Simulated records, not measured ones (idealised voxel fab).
The process module presented herein is designated voxel released beams.
Pictured: cross-section cut, 180 nm wide, on a grid of 5 nm square cells.
Cross-sections here: square-cell grids, written as top-down lists of bands, a band being one or more rows of cells.
Look at the band entry: it leads with the top's height and the bottom's height in nm. Then it lists the materials left to right, with a width in nm for each. The word "throughout" on a single material says that material fills the band edge to edge. The word "air" is empty space.
Where do heights start? At 0: under that level the wafer as delivered is made of one material only. And the lowest band has no floor; it just carries on downward, as in "0 down".
When a width is written as two numbers, as in "30..40", the first number is the width in the top row of cells of the band and the second is the width in its bottom row, and the width changes by the same amount from each row to the next.
Basically "remained the same" means that step didn't change any cell in the cross-section.
"Fully sealed cavities" specifies each empty space that is not open to the top and that occupies no fewer than 8 cells, using the form width x height at distance, the distance measured from the left edge and all three quantities in nm.
On each step's line, the part that comes after the settings is the simulator's own comment on the step.
overlay nm: right-of-plan distance of the mask on a masked step; negative values mean left-of-plan.

## Set out below are the planned steps of the process
| 1 | RECEIVE: material Si |
| 2 | CONFORMAL_DEP: material SiN, thk nm 5 |
| 3 | DIRECTIONAL_DEP: material SiO2, thk nm 10 |
| 4 | DIRECTIONAL_DEP: material aC, thk nm 15 |
| 5 | PATTERN: tone open, mask id ANCHOR, material resist, width nm 40, thk nm 35, overlay nm 0 |
| 6 | DIRECTIONAL_ETCH: etch materials aC, depth nm 15 |
| 7 | STRIP: etch materials resist |
| 8 | DIRECTIONAL_ETCH: etch materials SiO2, depth nm 10 |
| 9 | STRIP: etch materials aC |
| 10 | CONFORMAL_DEP: material W, thk nm 15 |
| 11 | DIRECTIONAL_DEP: material aC, thk nm 10 |
| 12 | PATTERN: tone cover, mask id BEAM, material resist, width nm 100, thk nm 25, overlay nm 0 |
| 13 | DIRECTIONAL_ETCH: etch materials aC, depth nm 10 |
| 14 | STRIP: etch materials resist |
| 15 | DIRECTIONAL_ETCH: etch materials W, depth nm 15 |
| 16 | STRIP: etch materials aC |
| 17 | STRIP: etch materials SiO2 |

## Incoming wafer, cross-sectional view, post step 1
	0 down: Si throughout
	Fully sealed cavities: none

## Cross-section taken at module completion on the first of two wafers; processed per the plan
	30 to 20: air=35, then W=20, then air=10, then W=70, then air=45
	20 to 15: air=35, then W=100, then air=45
	15 to 5: air=40, then W=40, then air=100
	5 to 0: SiN throughout
	0 down: Si throughout
	Fully sealed cavities: none

## This cross-section belongs to the second wafer of two at the end of the module; the start and the plan were shared with the first, and the run included one mistake
	40 to 25: air=35, then W=100, then air=45
	25 to 15: W throughout
	15 to 5: SiO2=40, then W=40, then SiO2=100
	5 to 0: SiN throughout
	0 down: Si throughout
	Fully sealed cavities: none
Diagnosis: step 10 did not use the planned setting and instead ran as CONFORMAL_DEP: material W, thk nm 25
Heads up, by the end the second wafer has more or fewer cells of some materials compared to the first: SiO2: 56 more, W: 76 more
